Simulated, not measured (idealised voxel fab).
Documented hereafter: the process module known as voxel air gaps.
Pictured: cross-section cut, 260 nm wide, on a grid of 5 nm square cells.
In this document a cross-section is written as a grid of square cells. It is given as a series of bands, listed from the top down, and a band is one or more rows of cells. Each band's line starts with the height of the band's top and of its bottom, in nm. Then come its materials from left to right, each with its width in nm. One material with "throughout" fills the band from edge to edge. "air" is empty space. We count height from 0. Below that, the starting wafer is all one material. The lowest band never ends at the bottom but goes on down; see "top 0, no bottom" for how that is written. When a width is written as two numbers, as in "30..40", the first number is the width in the top row of cells of the band and the second is the width in its bottom row, and the width changes by the same amount from each row to the next. A step reported as "nothing got changed" is a step in which no cell of the cross-section changed. For the entry "Voids, enclosed", the listed items are empty spaces with no open way to the top whose size is 8 cells or more; each item follows the pattern width x height at distance, where distance is from the left edge and all three are in nm. Anything after a step's settings on that line? It's the simulator's own note about the step. overlay nm: for a step with a mask, the amount by which the mask lay right of where it was planned; a negative amount means left of it.
HERE'S WHAT THE PLANNED PROCESS STEPS LOOK LIKE
step 1: RECEIVE (material Si)
step 2: CONFORMAL_DEP (material SiO2; thk nm 15)
step 3: CONFORMAL_DEP (material SiCN; thk nm 5)
step 4: DIRECTIONAL_DEP (material SiO2; thk nm 40)
step 5: PATTERN (tone open; mask id LINES; material resist; width nm 20; pitch nm 45; thk nm 20; overlay nm 0)
step 6: DIRECTIONAL_ETCH (etch materials SiO2; depth nm 40)
step 7: STRIP (etch materials resist)
step 8: CONFORMAL_DEP (material TiN; thk nm 5)
step 9: FILL_DEP (material Ru; thk nm 5)
step 10: CMP (height nm 60)
step 11: EPI (material Ru; thk nm 10)
step 12: SELECTIVE_ETCH (etch materials SiO2; depth nm 50)
step 13: CONFORMAL_DEP (material SiCN; thk nm 5)
FIRST OUT OF TWO WAFERS; RUN WENT TO PLAN
CROSS-SECTION OF THE WAFER AT RECEIPT, WHICH IS THE CONDITION AFTER STEP 1
  top 0, no bottom  Si throughout
  Voids, enclosed: none
SECTIONAL VIEW: WAFER, AFTER STEP 2
  top 15, bottom 0  SiO2 throughout
  For the remainder of the cross-section, below 0, there is no change.
SECTIONAL VIEW: WAFER, AFTER STEP 3
  top 20, bottom 15  SiCN throughout
  For the remainder of the cross-section, below 15, there is no change.
SECTIONAL VIEW: WAFER, AFTER STEP 4
  top 60, bottom 20  SiO2 throughout
  For the remainder of the cross-section, below 20, there is no change.
SECTIONAL VIEW: WAFER, AFTER STEP 5
  top 80, bottom 60  50 of resist  20 of air  25 of resist  20 of air  25 of resist  20 of air  25 of resist  20 of air  55 of resist
  For the remainder of the cross-section, below 60, there is no change.
SECTIONAL VIEW: WAFER, AFTER STEP 6
  top 80, bottom 60  50 of resist  20 of air  25 of resist  20 of air  25 of resist  20 of air  25 of resist  20 of air  55 of resist
  top 60, bottom 20  50 of SiO2  20 of air  25 of SiO2  20 of air  25 of SiO2  20 of air  25 of SiO2  20 of air  55 of SiO2
  For the remainder of the cross-section, below 20, there is no change.
SECTIONAL VIEW: WAFER, AFTER STEP 7
  top 60, bottom 20  50 of SiO2  20 of air  25 of SiO2  20 of air  25 of SiO2  20 of air  25 of SiO2  20 of air  55 of SiO2
  For the remainder of the cross-section, below 20, there is no change.
SECTIONAL VIEW: WAFER, AFTER STEP 8
  top 65, bottom 60  55 of TiN  10 of air  35 of TiN  10 of air  35 of TiN  10 of air  35 of TiN  10 of air  60 of TiN
  top 60, bottom 25  50 of SiO2  5 of TiN  10 of air  5 of TiN  25 of SiO2  5 of TiN  10 of air  5 of TiN  25 of SiO2  5 of TiN  10 of air  5 of TiN  25 of SiO2  5 of TiN  10 of air  5 of TiN  55 of SiO2
  top 25, bottom 20  50 of SiO2  20 of TiN  25 of SiO2  20 of TiN  25 of SiO2  20 of TiN  25 of SiO2  20 of TiN  55 of SiO2
  For the remainder of the cross-section, below 20, there is no change.
SECTIONAL VIEW: WAFER, AFTER STEP 9
  top 70, bottom 65  Ru throughout
  top 65, bottom 60  55 of TiN  10 of Ru  35 of TiN  10 of Ru  35 of TiN  10 of Ru  35 of TiN  10 of Ru  60 of TiN
  top 60, bottom 25  50 of SiO2  5 of TiN  10 of Ru  5 of TiN  25 of SiO2  5 of TiN  10 of Ru  5 of TiN  25 of SiO2  5 of TiN  10 of Ru  5 of TiN  25 of SiO2  5 of TiN  10 of Ru  5 of TiN  55 of SiO2
  For the remainder of the cross-section, below 25, there is no change.
SECTIONAL VIEW: WAFER, AFTER STEP 10
  top 60, bottom 25  50 of SiO2  5 of TiN  10 of Ru  5 of TiN  25 of SiO2  5 of TiN  10 of Ru  5 of TiN  25 of SiO2  5 of TiN  10 of Ru  5 of TiN  25 of SiO2  5 of TiN  10 of Ru  5 of TiN  55 of SiO2
  For the remainder of the cross-section, below 25, there is no change.
SECTIONAL VIEW: WAFER, AFTER STEP 11
  top 70, bottom 60  40 of air  40 of Ru  5 of air  40 of Ru  5 of air  40 of Ru  5 of air  40 of Ru  45 of air
  For the remainder of the cross-section, below 60, there is no change.
SECTIONAL VIEW: WAFER, AFTER STEP 12
  top 70, bottom 60  40 of air  40 of Ru  5 of air  40 of Ru  5 of air  40 of Ru  5 of air  40 of Ru  45 of air
  top 60, bottom 25  50 of air  5 of TiN  10 of Ru  5 of TiN  25 of air  5 of TiN  10 of Ru  5 of TiN  25 of air  5 of TiN  10 of Ru  5 of TiN  25 of air  5 of TiN  10 of Ru  5 of TiN  55 of air
  top 25, bottom 20  50 of air  20 of TiN  25 of air  20 of TiN  25 of air  20 of TiN  25 of air  20 of TiN  55 of air
  For the remainder of the cross-section, below 20, there is no change.
SECTIONAL VIEW: WAFER, AFTER STEP 13
  top 75, bottom 70  35 of air  185 of SiCN  40 of air
  top 70, bottom 60  35 of air  5 of SiCN  40 of Ru  5 of SiCN  40 of Ru  5 of SiCN  40 of Ru  5 of SiCN  40 of Ru  5 of SiCN  40 of air
  top 60, bottom 55  35 of air  15 of SiCN  5 of TiN  10 of Ru  5 of TiN  25 of SiCN  5 of TiN  10 of Ru  5 of TiN  25 of SiCN  5 of TiN  10 of Ru  5 of TiN  25 of SiCN  5 of TiN  10 of Ru  5 of TiN  15 of SiCN  40 of air
  top 55, bottom 25  45 of air  5 of SiCN  5 of TiN  10 of Ru  5 of TiN  5 of SiCN  15 of air  5 of SiCN  5 of TiN  10 of Ru  5 of TiN  5 of SiCN  15 of air  5 of SiCN  5 of TiN  10 of Ru  5 of TiN  5 of SiCN  15 of air  5 of SiCN  5 of TiN  10 of Ru  5 of TiN  5 of SiCN  50 of air
  top 25, bottom 20  50 of SiCN  20 of TiN  25 of SiCN  20 of TiN  25 of SiCN  20 of TiN  25 of SiCN  20 of TiN  55 of SiCN
  For the remainder of the cross-section, below 20, there is no change.
  Voids, enclosed: 15 x 30 at 75; 15 x 30 at 120; 15 x 30 at 165
SECOND WAFER - SHARED START AND PLAN WITH THE FIRST - ONE ERROR IN RUNNING - SAME AS THE FIRST UP TO STEP 1 INCLUSIVE
CROSS-SECTIONAL REPRESENTATION OF THE SECOND WAFER AT THE TIME DESIGNATED IN THE PLAN FOR THE COMPLETION OF STEP 2
  top 30, bottom 0  SiO2 throughout
  For the remainder of the cross-section, below 0, there is no change.
CROSS-SECTIONAL REPRESENTATION OF THE SECOND WAFER AT THE TIME DESIGNATED IN THE PLAN FOR THE COMPLETION OF STEP 3
  top 35, bottom 30  SiCN throughout
  For the remainder of the cross-section, below 30, there is no change.
CROSS-SECTIONAL REPRESENTATION OF THE SECOND WAFER AT THE TIME DESIGNATED IN THE PLAN FOR THE COMPLETION OF STEP 4
  top 75, bottom 35  SiO2 throughout
  For the remainder of the cross-section, below 35, there is no change.
CROSS-SECTIONAL REPRESENTATION OF THE SECOND WAFER AT THE TIME DESIGNATED IN THE PLAN FOR THE COMPLETION OF STEP 5
  top 95, bottom 75  50 of resist  20 of air  25 of resist  20 of air  25 of resist  20 of air  25 of resist  20 of air  55 of resist
  For the remainder of the cross-section, below 75, there is no change.
CROSS-SECTIONAL REPRESENTATION OF THE SECOND WAFER AT THE TIME DESIGNATED IN THE PLAN FOR THE COMPLETION OF STEP 6
  top 95, bottom 75  50 of resist  20 of air  25 of resist  20 of air  25 of resist  20 of air  25 of resist  20 of air  55 of resist
  top 75, bottom 35  50 of SiO2  20 of air  25 of SiO2  20 of air  25 of SiO2  20 of air  25 of SiO2  20 of air  55 of SiO2
  For the remainder of the cross-section, below 35, there is no change.
CROSS-SECTIONAL REPRESENTATION OF THE SECOND WAFER AT THE TIME DESIGNATED IN THE PLAN FOR THE COMPLETION OF STEP 7
  top 75, bottom 35  50 of SiO2  20 of air  25 of SiO2  20 of air  25 of SiO2  20 of air  25 of SiO2  20 of air  55 of SiO2
  For the remainder of the cross-section, below 35, there is no change.
CROSS-SECTIONAL REPRESENTATION OF THE SECOND WAFER AT THE TIME DESIGNATED IN THE PLAN FOR THE COMPLETION OF STEP 8
  top 80, bottom 75  55 of TiN  10 of air  35 of TiN  10 of air  35 of TiN  10 of air  35 of TiN  10 of air  60 of TiN
  top 75, bottom 40  50 of SiO2  5 of TiN  10 of air  5 of TiN  25 of SiO2  5 of TiN  10 of air  5 of TiN  25 of SiO2  5 of TiN  10 of air  5 of TiN  25 of SiO2  5 of TiN  10 of air  5 of TiN  55 of SiO2
  top 40, bottom 35  50 of SiO2  20 of TiN  25 of SiO2  20 of TiN  25 of SiO2  20 of TiN  25 of SiO2  20 of TiN  55 of SiO2
  For the remainder of the cross-section, below 35, there is no change.
CROSS-SECTIONAL REPRESENTATION OF THE SECOND WAFER AT THE TIME DESIGNATED IN THE PLAN FOR THE COMPLETION OF STEP 9
  top 85, bottom 80  Ru throughout
  top 80, bottom 75  55 of TiN  10 of Ru  35 of TiN  10 of Ru  35 of TiN  10 of Ru  35 of TiN  10 of Ru  60 of TiN
  top 75, bottom 40  50 of SiO2  5 of TiN  10 of Ru  5 of TiN  25 of SiO2  5 of TiN  10 of Ru  5 of TiN  25 of SiO2  5 of TiN  10 of Ru  5 of TiN  25 of SiO2  5 of TiN  10 of Ru  5 of TiN  55 of SiO2
  For the remainder of the cross-section, below 40, there is no change.
CROSS-SECTIONAL REPRESENTATION OF THE SECOND WAFER AT THE TIME DESIGNATED IN THE PLAN FOR THE COMPLETION OF STEP 10
  top 60, bottom 40  50 of SiO2  5 of TiN  10 of Ru  5 of TiN  25 of SiO2  5 of TiN  10 of Ru  5 of TiN  25 of SiO2  5 of TiN  10 of Ru  5 of TiN  25 of SiO2  5 of TiN  10 of Ru  5 of TiN  55 of SiO2
  For the remainder of the cross-section, below 40, there is no change.
CROSS-SECTIONAL REPRESENTATION OF THE SECOND WAFER AT THE TIME DESIGNATED IN THE PLAN FOR THE COMPLETION OF STEP 11
  top 70, bottom 60  40 of air  40 of Ru  5 of air  40 of Ru  5 of air  40 of Ru  5 of air  40 of Ru  45 of air
  For the remainder of the cross-section, below 60, there is no change.
CROSS-SECTIONAL REPRESENTATION OF THE SECOND WAFER AT THE TIME DESIGNATED IN THE PLAN FOR THE COMPLETION OF STEP 12
  top 70, bottom 60  40 of air  40 of Ru  5 of air  40 of Ru  5 of air  40 of Ru  5 of air  40 of Ru  45 of air
  top 60, bottom 40  50 of air  5 of TiN  10 of Ru  5 of TiN  25 of air  5 of TiN  10 of Ru  5 of TiN  25 of air  5 of TiN  10 of Ru  5 of TiN  25 of air  5 of TiN  10 of Ru  5 of TiN  55 of air
  top 40, bottom 35  50 of air  20 of TiN  25 of air  20 of TiN  25 of air  20 of TiN  25 of air  20 of TiN  55 of air
  For the remainder of the cross-section, below 35, there is no change.
CROSS-SECTIONAL REPRESENTATION OF THE SECOND WAFER AT THE TIME DESIGNATED IN THE PLAN FOR THE COMPLETION OF STEP 13
  top 75, bottom 70  35 of air  185 of SiCN  40 of air
  top 70, bottom 60  35 of air  5 of SiCN  40 of Ru  5 of SiCN  40 of Ru  5 of SiCN  40 of Ru  5 of SiCN  40 of Ru  5 of SiCN  40 of air
  top 60, bottom 55  35 of air  15 of SiCN  5 of TiN  10 of Ru  5 of TiN  25 of SiCN  5 of TiN  10 of Ru  5 of TiN  25 of SiCN  5 of TiN  10 of Ru  5 of TiN  25 of SiCN  5 of TiN  10 of Ru  5 of TiN  15 of SiCN  40 of air
  top 55, bottom 40  45 of air  5 of SiCN  5 of TiN  10 of Ru  5 of TiN  5 of SiCN  15 of air  5 of SiCN  5 of TiN  10 of Ru  5 of TiN  5 of SiCN  15 of air  5 of SiCN  5 of TiN  10 of Ru  5 of TiN  5 of SiCN  15 of air  5 of SiCN  5 of TiN  10 of Ru  5 of TiN  5 of SiCN  50 of air
  top 40, bottom 35  50 of SiCN  20 of TiN  25 of SiCN  20 of TiN  25 of SiCN  20 of TiN  25 of SiCN  20 of TiN  55 of SiCN
  For the remainder of the cross-section, below 35, there is no change.
  Voids, enclosed: 15 x 15 at 75; 15 x 15 at 120; 15 x 15 at 165
Here's what went sideways: the plan's step 2 ran twice
Wrapping up, a cell-based count of both wafers puts the second over or under the first for these materials: Ru -24; SiCN -24; SiO2 +156; TiN -24
